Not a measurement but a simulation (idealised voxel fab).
process module | voxel gate over fins
cross-section cut | 255 nm wide | cells 5 nm
A cross-section is a grid of square cells, given in bands from the top down. A band is one or more rows of cells.
Each band's line starts with the height of the band's top and of its bottom, in nm. Then come its materials from left to right, each with its width in nm. One material with "throughout" fills the band from edge to edge. "air" is empty space.
Height 0 is the level under which the wafer as received is all one material. The lowest band goes on downwards, as in "0 down".
A width such as "30 to 40" changes by the same amount from each row of cells to the next, from the band's top row to its bottom row.
"no change" after a step means that no cell of the cross-section changed.
closed voids: empty space of 8 cells or more with no open way to the top, each as width x height at its distance from the left edge, in nm
after a step's settings: what the simulator itself notes on the step
overlay nm, on a step with a mask: how far to the right of its planned place the mask lay; to the left if negative
plan
1 op RECEIVE | material Si
2 op CONFORMAL_DEP | material SiN | thk nm 10
3 op DIRECTIONAL_DEP | material aC | thk nm 10
4 op PATTERN | tone cover | mask id FINS | material resist | width nm 15 | pitch nm 50 | thk nm 30 | overlay nm 0
5 op DIRECTIONAL_ETCH | etch materials aC | depth nm 10
6 op STRIP | etch materials resist
7 op DIRECTIONAL_ETCH | etch materials SiN | depth nm 10
8 op DIRECTIONAL_ETCH | etch materials Si | depth nm 35
9 op STRIP | etch materials aC
10 op OXIDIZE | depth nm 5
11 op FILL_DEP | material SiO2 | thk nm 5
12 op CMP | height nm 10
13 op DIRECTIONAL_DEP | material aC | thk nm 15
14 op PATTERN | tone open | mask id RAIL | material resist | width nm 15 | thk nm 35 | overlay nm 0
15 op DIRECTIONAL_ETCH | etch materials aC | depth nm 15
16 op STRIP | etch materials resist
17 op DIRECTIONAL_ETCH | etch materials SiO2 | depth nm 40
18 op STRIP | etch materials aC
19 op CONFORMAL_DEP | material TiN | thk nm 5
20 op FILL_DEP | material Ru | thk nm 10
21 op CMP | height nm 10
22 op SELECTIVE_ETCH | etch materials W Ru TiN | depth nm 35
23 op FILL_DEP | material SiO2 | thk nm 5
24 op CMP | height nm 10
25 op SELECTIVE_ETCH | etch materials SiO2 | depth nm 25
26 op STRIP | etch materials SiN
27 op CONFORMAL_DEP | material HfO2 | thk nm 5
28 op CONFORMAL_DEP | material TiN | thk nm 5
29 op CONFORMAL_DEP | material TiAl | thk nm 5
30 op CONFORMAL_DEP | material TiN | thk nm 5
31 op FILL_DEP | material W | thk nm 10
32 op CMP | height nm 25
33 op CONFORMAL_DEP | material SiCN | thk nm 10
first wafer, as planned
as received, after step 1
  0 down: Si throughout
  closed voids: none
after step 2
  10 to 0: SiN throughout
  below 0: unchanged
after step 3
  20 to 10: aC throughout
  below 10: unchanged
after step 4
  50 to 20: air 70 | resist 15 | air 35 | resist 15 | air 35 | resist 15 | air 70
  below 20: unchanged
after step 5
  40 to 20: air 70 | resist 15 | air 35 | resist 15 | air 35 | resist 15 | air 70
  20 to 10: air 70 | aC 15 | air 35 | aC 15 | air 35 | aC 15 | air 70
  below 10: unchanged
after step 6
  20 to 10: air 70 | aC 15 | air 35 | aC 15 | air 35 | aC 15 | air 70
  below 10: unchanged
after step 7
  20 to 10: air 70 | aC 15 | air 35 | aC 15 | air 35 | aC 15 | air 70
  10 to 0: air 70 | SiN 15 | air 35 | SiN 15 | air 35 | SiN 15 | air 70
  below 0: unchanged
after step 8
  20 to 10: air 70 | aC 15 | air 35 | aC 15 | air 35 | aC 15 | air 70
  10 to 0: air 70 | SiN 15 | air 35 | SiN 15 | air 35 | SiN 15 | air 70
  0 to -35: air 70 | Si 15 | air 35 | Si 15 | air 35 | Si 15 | air 70
  below -35: unchanged
after step 9
  10 to 0: air 70 | SiN 15 | air 35 | SiN 15 | air 35 | SiN 15 | air 70
  below 0: unchanged
after step 10
  10 to 0: air 70 | SiN 15 | air 35 | SiN 15 | air 35 | SiN 15 | air 70
  0 to -35: air 70 | SiO2 5 | Si 5 | SiO2 5 | air 35 | SiO2 5 | Si 5 | SiO2 5 | air 35 | SiO2 5 | Si 5 | SiO2 5 | air 70
  -35 to -40: SiO2 75 | Si 5 | SiO2 45 | Si 5 | SiO2 45 | Si 5 | SiO2 75
  below -40: unchanged
after step 11
  15 to 10: SiO2 throughout
  10 to 0: SiO2 70 | SiN 15 | SiO2 35 | SiN 15 | SiO2 35 | SiN 15 | SiO2 70
  0 to -40: SiO2 75 | Si 5 | SiO2 45 | Si 5 | SiO2 45 | Si 5 | SiO2 75
  below -40: unchanged
after step 12
  10 to 0: SiO2 70 | SiN 15 | SiO2 35 | SiN 15 | SiO2 35 | SiN 15 | SiO2 70
  below 0: unchanged
after step 13
  25 to 10: aC throughout
  below 10: unchanged
after step 14
  60 to 25: resist 95 | air 15 | resist 145
  below 25: unchanged
after step 15
  45 to 25: resist 95 | air 15 | resist 145
  25 to 10: aC 95 | air 15 | aC 145
  below 10: unchanged
after step 16
  25 to 10: aC 95 | air 15 | aC 145
  below 10: unchanged
after step 17
  25 to 10: aC 95 | air 15 | aC 145
  10 to 0: SiO2 70 | SiN 15 | SiO2 10 | air 15 | SiO2 10 | SiN 15 | SiO2 35 | SiN 15 | SiO2 70
  0 to -30: SiO2 75 | Si 5 | SiO2 15 | air 15 | SiO2 15 | Si 5 | SiO2 45 | Si 5 | SiO2 75
  below -30: unchanged
after step 18
  10 to 0: SiO2 70 | SiN 15 | SiO2 10 | air 15 | SiO2 10 | SiN 15 | SiO2 35 | SiN 15 | SiO2 70
  below 0: unchanged
after step 19
  15 to 10: TiN 100 | air 5 | TiN 150
  10 to 0: SiO2 70 | SiN 15 | SiO2 10 | TiN 5 | air 5 | TiN 5 | SiO2 10 | SiN 15 | SiO2 35 | SiN 15 | SiO2 70
  0 to -25: SiO2 75 | Si 5 | SiO2 15 | TiN 5 | air 5 | TiN 5 | SiO2 15 | Si 5 | SiO2 45 | Si 5 | SiO2 75
  -25 to -30: SiO2 75 | Si 5 | SiO2 15 | TiN 15 | SiO2 15 | Si 5 | SiO2 45 | Si 5 | SiO2 75
  below -30: unchanged
after step 20
  25 to 15: Ru throughout
  15 to 10: TiN 100 | Ru 5 | TiN 150
  10 to 0: SiO2 70 | SiN 15 | SiO2 10 | TiN 5 | Ru 5 | TiN 5 | SiO2 10 | SiN 15 | SiO2 35 | SiN 15 | SiO2 70
  0 to -25: SiO2 75 | Si 5 | SiO2 15 | TiN 5 | Ru 5 | TiN 5 | SiO2 15 | Si 5 | SiO2 45 | Si 5 | SiO2 75
  below -25: unchanged
after step 21
  10 to 0: SiO2 70 | SiN 15 | SiO2 10 | TiN 5 | Ru 5 | TiN 5 | SiO2 10 | SiN 15 | SiO2 35 | SiN 15 | SiO2 70
  below 0: unchanged
after step 22
  10 to 0: SiO2 70 | SiN 15 | SiO2 10 | air 15 | SiO2 10 | SiN 15 | SiO2 35 | SiN 15 | SiO2 70
  0 to -25: SiO2 75 | Si 5 | SiO2 15 | air 15 | SiO2 15 | Si 5 | SiO2 45 | Si 5 | SiO2 75
  below -25: unchanged
after step 23
  15 to 10: SiO2 throughout
  10 to 0: SiO2 70 | SiN 15 | SiO2 35 | SiN 15 | SiO2 35 | SiN 15 | SiO2 70
  0 to -25: SiO2 75 | Si 5 | SiO2 45 | Si 5 | SiO2 45 | Si 5 | SiO2 75
  below -25: unchanged
after step 24
  10 to 0: SiO2 70 | SiN 15 | SiO2 35 | SiN 15 | SiO2 35 | SiN 15 | SiO2 70
  below 0: unchanged
after step 25
  10 to 0: air 70 | SiN 15 | air 35 | SiN 15 | air 35 | SiN 15 | air 70
  0 to -15: air 75 | Si 5 | air 45 | Si 5 | air 45 | Si 5 | air 75
  below -15: unchanged
after step 26
  0 to -15: air 75 | Si 5 | air 45 | Si 5 | air 45 | Si 5 | air 75
  below -15: unchanged
after step 27
  5 to 0: air 70 | HfO2 15 | air 35 | HfO2 15 | air 35 | HfO2 15 | air 70
  0 to -10: air 70 | HfO2 5 | Si 5 | HfO2 5 | air 35 | HfO2 5 | Si 5 | HfO2 5 | air 35 | HfO2 5 | Si 5 | HfO2 5 | air 70
  -10 to -15: HfO2 75 | Si 5 | HfO2 45 | Si 5 | HfO2 45 | Si 5 | HfO2 75
  below -15: unchanged
after step 28
  10 to 5: air 65 | TiN 25 | air 25 | TiN 25 | air 25 | TiN 25 | air 65
  5 to 0: air 65 | TiN 5 | HfO2 15 | TiN 5 | air 25 | TiN 5 | HfO2 15 | TiN 5 | air 25 | TiN 5 | HfO2 15 | TiN 5 | air 65
  0 to -5: air 65 | TiN 5 | HfO2 5 | Si 5 | HfO2 5 | TiN 5 | air 25 | TiN 5 | HfO2 5 | Si 5 | HfO2 5 | TiN 5 | air 25 | TiN 5 | HfO2 5 | Si 5 | HfO2 5 | TiN 5 | air 65
  -5 to -10: TiN 70 | HfO2 5 | Si 5 | HfO2 5 | TiN 35 | HfO2 5 | Si 5 | HfO2 5 | TiN 35 | HfO2 5 | Si 5 | HfO2 5 | TiN 70
  below -10: unchanged
after step 29
  15 to 10: air 60 | TiAl 35 | air 15 | TiAl 35 | air 15 | TiAl 35 | air 60
  10 to 5: air 60 | TiAl 5 | TiN 25 | TiAl 5 | air 15 | TiAl 5 | TiN 25 | TiAl 5 | air 15 | TiAl 5 | TiN 25 | TiAl 5 | air 60
  5 to 0: air 60 | TiAl 5 | TiN 5 | HfO2 15 | TiN 5 | TiAl 5 | air 15 | TiAl 5 | TiN 5 | HfO2 15 | TiN 5 | TiAl 5 | air 15 | TiAl 5 | TiN 5 | HfO2 15 | TiN 5 | TiAl 5 | air 60
  0 to -5: TiAl 65 | TiN 5 | HfO2 5 | Si 5 | HfO2 5 | TiN 5 | TiAl 25 | TiN 5 | HfO2 5 | Si 5 | HfO2 5 | TiN 5 | TiAl 25 | TiN 5 | HfO2 5 | Si 5 | HfO2 5 | TiN 5 | TiAl 65
  below -5: unchanged
after step 30
  20 to 15: air 55 | TiN 45 | air 5 | TiN 45 | air 5 | TiN 45 | air 55
  15 to 10: air 55 | TiN 5 | TiAl 35 | TiN 5 | air 5 | TiN 5 | TiAl 35 | TiN 5 | air 5 | TiN 5 | TiAl 35 | TiN 5 | air 55
  10 to 5: air 55 | TiN 5 | TiAl 5 | TiN 25 | TiAl 5 | TiN 5 | air 5 | TiN 5 | TiAl 5 | TiN 25 | TiAl 5 | TiN 5 | air 5 | TiN 5 | TiAl 5 | TiN 25 | TiAl 5 | TiN 5 | air 55
  5 to 0: TiN 60 | TiAl 5 | TiN 5 | HfO2 15 | TiN 5 | TiAl 5 | TiN 15 | TiAl 5 | TiN 5 | HfO2 15 | TiN 5 | TiAl 5 | TiN 15 | TiAl 5 | TiN 5 | HfO2 15 | TiN 5 | TiAl 5 | TiN 60
  below 0: unchanged
after step 31
  30 to 20: W throughout
  20 to 15: W 55 | TiN 45 | W 5 | TiN 45 | W 5 | TiN 45 | W 55
  15 to 10: W 55 | TiN 5 | TiAl 35 | TiN 5 | W 5 | TiN 5 | TiAl 35 | TiN 5 | W 5 | TiN 5 | TiAl 35 | TiN 5 | W 55
  10 to 5: W 55 | TiN 5 | TiAl 5 | TiN 25 | TiAl 5 | TiN 5 | W 5 | TiN 5 | TiAl 5 | TiN 25 | TiAl 5 | TiN 5 | W 5 | TiN 5 | TiAl 5 | TiN 25 | TiAl 5 | TiN 5 | W 55
  below 5: unchanged
after step 32
  25 to 20: W throughout
  below 20: unchanged
after step 33
  35 to 25: SiCN throughout
  below 25: unchanged
second wafer: like start, like plan, one mistake. Through step 32 it matches the first wafer
when step 33 should have ended
  40 to 25: SiCN throughout
  below 25: unchanged
what went wrong: step 33 ran as: op CONFORMAL_DEP | material SiCN | thk nm 15
at the end the second wafer has, in cells: 51 more of SiCN
